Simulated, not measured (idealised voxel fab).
Documented hereafter: the process module known as voxel self aligned vias.
Pictured: cross-section cut, 275 nm wide, on a grid of 5 nm square cells.
Cross-section = grid of square cells, listed top down in bands; band = one or more rows.
Band entry format. Leading values: height of top, height of bottom, nm. Remainder: materials in left-to-right order, each with its width in nm. Special words: "all across" on a single material, which then fills the band edge to edge; "air", empty space.
Beneath 0, the wafer as received is one material, and that level is where height counting begins. The lowest band goes on downward without a bottom; it is written like "from 0 down".
Think of "30->40" as a width that walks from the first number to the second as you go down the band, top row to bottom row, taking equal-sized steps from row to row.
Reading "no alteration" for a step: not a cell of the cross-section changed in it.
"Encapsulated voids" - sealed voids, min. 8 cells, no opening to top; format: width x height at distance (distance from left edge; nm throughout).
Where a step's line continues beyond its settings, the continuation is a remark by the simulator itself on that step.
overlay nm: on a step with a mask, how far right of its planned place the mask lay; negative means left.
-- plan
1. RECEIVE with material Si
2. CONFORMAL_DEP with material SiO2, thk nm 10
3. CONFORMAL_DEP with material SiCN, thk nm 5
4. DIRECTIONAL_DEP with material SiO2, thk nm 20
5. MASKED_ETCH with tone open, mask id LINES, width nm 20, pitch nm 50, etch materials SiO2, depth nm 20, overlay nm 0
6. CONFORMAL_DEP with material TiN, thk nm 5
7. FILL_DEP with material W, thk nm 10
8. CMP with height nm 35
9. SELECTIVE_ETCH with etch materials W Ru TiN, depth nm 10
10. FILL_DEP with material SiN, thk nm 10
11. CMP with height nm 35
12. DIRECTIONAL_DEP with material SiO2, thk nm 15
13. PATTERN with tone open, mask id VIAS, material resist, width nm 30, thk nm 15, overlay nm 0
14. DIRECTIONAL_ETCH with etch materials SiO2, depth nm 15
15. DIRECTIONAL_ETCH with etch materials SiN, depth nm 10
16. STRIP with etch materials resist
17. CONFORMAL_DEP with material TiN, thk nm 5
18. FILL_DEP with material Ru, thk nm 5
19. CMP with height nm 50
20. CONFORMAL_DEP with material SiN, thk nm 5
-- Cross-section of the incoming wafer, state after step 1
> from 0 down | Si all across
> Encapsulated voids: none
-- End state of the module in cross-section, given the above starting point and plan and one mistake in execution
> from 55 to 50 | SiN all across
> from 50 to 35 | 95 SiO2  5 TiN  20 Ru  5 TiN  150 SiO2
> from 35 to 30 | 95 SiO2  5 TiN  20 Ru  5 TiN  25 SiO2  20 SiN  105 SiO2
> from 30 to 25 | 95 SiO2  30 TiN  25 SiO2  20 SiN  105 SiO2
> from 25 to 20 | 95 SiO2  10 TiN  10 W  10 TiN  25 SiO2  5 TiN  10 W  5 TiN  105 SiO2
> from 20 to 15 | 100 SiO2  20 TiN  30 SiO2  20 TiN  105 SiO2
> from 15 to 10 | SiCN all across
> from 10 to 0 | SiO2 all across
> from 0 down | Si all across
> Encapsulated voids: none
Nonconformance to the process plan: plan step 14 was twice executed
